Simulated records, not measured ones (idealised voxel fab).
This is a process module. Its name is voxel trench capacitor.
For reference, the cross-section in this document is cut, with width 230 nm and square cells of 5 nm.
Cross-section layout: square cells on a grid; listed as bands, top to bottom; a band spans one or more cell rows.
Look at the band entry: it leads with the top's height and the bottom's height in nm. Then it lists the materials left to right, with a width in nm for each. The word "all across" on a single material says that material fills the band edge to edge. The word "blank" is empty space.
The level at which height equals 0 is the one under which the wafer, as it arrives, is entirely one material. No lower edge exists for the bottom band, which continues downward and is notated as in "0 down".
So if you see something like "30..40" for the width, read it as the top row of the band sitting at the first number and the bottom row at the second, with every row in between moving by the same amount as the last.
It should be understood that the words "stayed the same", when stated for a given step, signify that the cross-section underwent no change in any of its cells during that step.
So "Sealed void listing" is basically the list of trapped voids: any empty space of 8 cells or more that can't reach the top through an opening. They're written width x height at distance, the distance being from the left edge, and it's all nm.
Step line, after settings: the simulator's comment on this step.
When a step includes a mask, the "overlay nm" setting on its line states how far to the right of its planned place that mask lay, and negative values state how far to the left.
# List of planned process steps
1: RECEIVE [material Si]
2: CONFORMAL_DEP [material SiN] [thk nm 5]
3: DIRECTIONAL_DEP [material aC] [thk nm 15]
4: PATTERN [tone open] [mask id TRENCH] [material resist] [width nm 20] [pitch nm 55] [thk nm 35] [overlay nm 0]
5: DIRECTIONAL_ETCH [etch materials aC] [depth nm 15]
6: STRIP [etch materials resist]
7: DIRECTIONAL_ETCH [etch materials SiN] [depth nm 5]
8: DIRECTIONAL_ETCH [etch materials Si] [depth nm 35]
9: STRIP [etch materials aC]
10: CONFORMAL_DEP [material HfO2] [thk nm 5]
11: CONFORMAL_DEP [material TiN] [thk nm 5]
12: FILL_DEP [material W] [thk nm 5]
13: CMP [height nm 5]
Every wafer here starts from the same state; it is the step 4 width nm that distinguishes them, and the value the plan gives belongs to the first wafer.
# As received, i.e. after step 1: cross-section through the first of several wafers
> 0 down: Si all across
> Sealed void listing: none
# End of module, by wafer: material-by-material cell gain (+) or loss (-) since receipt, then closed voids
width nm 20 | +72 HfO2 | -112 Si | +30 SiN | +56 TiN | Sealed void listing: none
width nm 25 | +76 HfO2 | -140 Si | +26 SiN | +60 TiN | +24 W | Sealed void listing: none
width nm 30 | +80 HfO2 | -168 Si | +22 SiN | +64 TiN | +48 W | Sealed void listing: none
width nm 35 | +84 HfO2 | -196 Si | +18 SiN | +68 TiN | +72 W | Sealed void listing: none
